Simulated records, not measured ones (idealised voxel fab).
This is a process module. Its name is voxel capacitor over wiring.
cross-section cut | 265 nm wide | cells 5 nm
For the purposes of this document, a cross-section shall be understood as a grid of square cells, specified as bands listed in top-to-bottom order, each band consisting of one or more rows of cells.
Band entry format. Leading values: height of top, height of bottom, nm. Remainder: materials in left-to-right order, each with its width in nm. Special words: "everywhere" on a single material, which then fills the band edge to edge; "air", empty space.
Note: height 0 marks the level under which the wafer is uniformly one material as received. Lowest band unbounded below, written "from 0 down".
Top row gets the first number, bottom row gets the second, and each row in between changes by the same step: that is how a band width like "30..40" works.
Basically "identical to before" means that step didn't change any cell in the cross-section.
Closed empty spaces (no open way to the top) of 8 cells or more are what "Enclosed void inventory" lists, each as width x height at distance from the left edge, nm for all three.
after a step's settings: what the simulator itself notes on the step
overlay nm: right-of-plan distance of the mask on a masked step; negative values mean left-of-plan.

Process steps - plan
1,RECEIVE,material Si
2,CONFORMAL_DEP,material SiO2,thk nm 15
3,CONFORMAL_DEP,material SiCN,thk nm 5
4,DIRECTIONAL_DEP,material SiO2,thk nm 20
5,MASKED_ETCH,tone open,mask id METAL_1,width nm 30,pitch nm 90,etch materials SiO2,depth nm 20,overlay nm 0
6,MASKED_ETCH,tone open,mask id METAL_1,width nm 30,pitch nm 90,etch materials SiCN,depth nm 5,overlay nm 0
7,CONFORMAL_DEP,material TiN,thk nm 5
8,FILL_DEP,material Cu,thk nm 10
9,CMP,height nm 40
10,CONFORMAL_DEP,material SiCN,thk nm 5
11,DIRECTIONAL_DEP,material lowk,thk nm 15
12,PATTERN,tone open,mask id PLUG_1,material resist,width nm 15,thk nm 20,overlay nm 0
13,DIRECTIONAL_ETCH,etch materials lowk,depth nm 15
14,DIRECTIONAL_ETCH,etch materials SiCN,depth nm 5
15,STRIP,etch materials resist
16,EPI,material Ru,thk nm 10
17,EPI,material Ru,thk nm 10
18,DIRECTIONAL_DEP,material TiN,thk nm 5
19,DIRECTIONAL_DEP,material HfO2,thk nm 5
20,DIRECTIONAL_DEP,material TiN,thk nm 5
21,DIRECTIONAL_DEP,material aC,thk nm 15
22,PATTERN,tone cover,mask id UPPER_PLATE,material resist,width nm 65,thk nm 30,overlay nm -15
23,DIRECTIONAL_ETCH,etch materials aC,depth nm 15
24,STRIP,etch materials resist
25,DIRECTIONAL_ETCH,etch materials TiN,depth nm 5
26,DIRECTIONAL_ETCH,etch materials HfO2,depth nm 5
27,STRIP,etch materials aC
28,MASKED_ETCH,tone cover,mask id LOWER_PLATE,width nm 75,etch materials TiN,depth nm 5,overlay nm 0
29,FILL_DEP,material SiO2,thk nm 15
30,CMP,height nm 85
31,DIRECTIONAL_DEP,material aC,thk nm 15
32,PATTERN,tone open,mask id PLUG_2,material resist,width nm 15,thk nm 30,overlay nm 0
33,DIRECTIONAL_ETCH,etch materials aC,depth nm 15
34,STRIP,etch materials resist
35,DIRECTIONAL_ETCH,etch materials SiO2,depth nm 10
36,STRIP,etch materials aC
37,CONFORMAL_DEP,material TiN,thk nm 5
38,FILL_DEP,material Cu,thk nm 5
39,CMP,height nm 85
40,CONFORMAL_DEP,material SiCN,thk nm 5
For this document, wafers share an identical start and vary in the step 22 overlay nm; the plan quotes the first wafer's value.

Incoming state of the first of several wafers in cross-section: after step 1
  from 0 down = Si everywhere
  Enclosed void inventory: none

For your reference, the table is organized with a row per wafer; each row reflects the wafer at the end of the module, indicating for each material the cells gained (+) or lost (-) since receipt, and thereafter its closed voids
overlay nm -15 | +33 Cu | +13 HfO2 | +12 Ru | +144 SiCN | +541 SiO2 | +61 TiN | +150 lowk | Enclosed void inventory: none
overlay nm -10 | +33 Cu | +13 HfO2 | +12 Ru | +144 SiCN | +541 SiO2 | +61 TiN | +150 lowk | Enclosed void inventory: none
overlay nm -5 | +33 Cu | +13 HfO2 | +12 Ru | +144 SiCN | +541 SiO2 | +61 TiN | +150 lowk | Enclosed void inventory: none
overlay nm 0 | +33 Cu | +13 HfO2 | +12 Ru | +144 SiCN | +541 SiO2 | +61 TiN | +150 lowk | Enclosed void inventory: none
overlay nm 5 | +33 Cu | +13 HfO2 | +12 Ru | +144 SiCN | +541 SiO2 | +61 TiN | +150 lowk | Enclosed void inventory: none
overlay nm 10 | +33 Cu | +13 HfO2 | +12 Ru | +144 SiCN | +541 SiO2 | +61 TiN | +150 lowk | Enclosed void inventory: none
overlay nm 15 | +33 Cu | +13 HfO2 | +12 Ru | +144 SiCN | +541 SiO2 | +61 TiN | +150 lowk | Enclosed void inventory: none
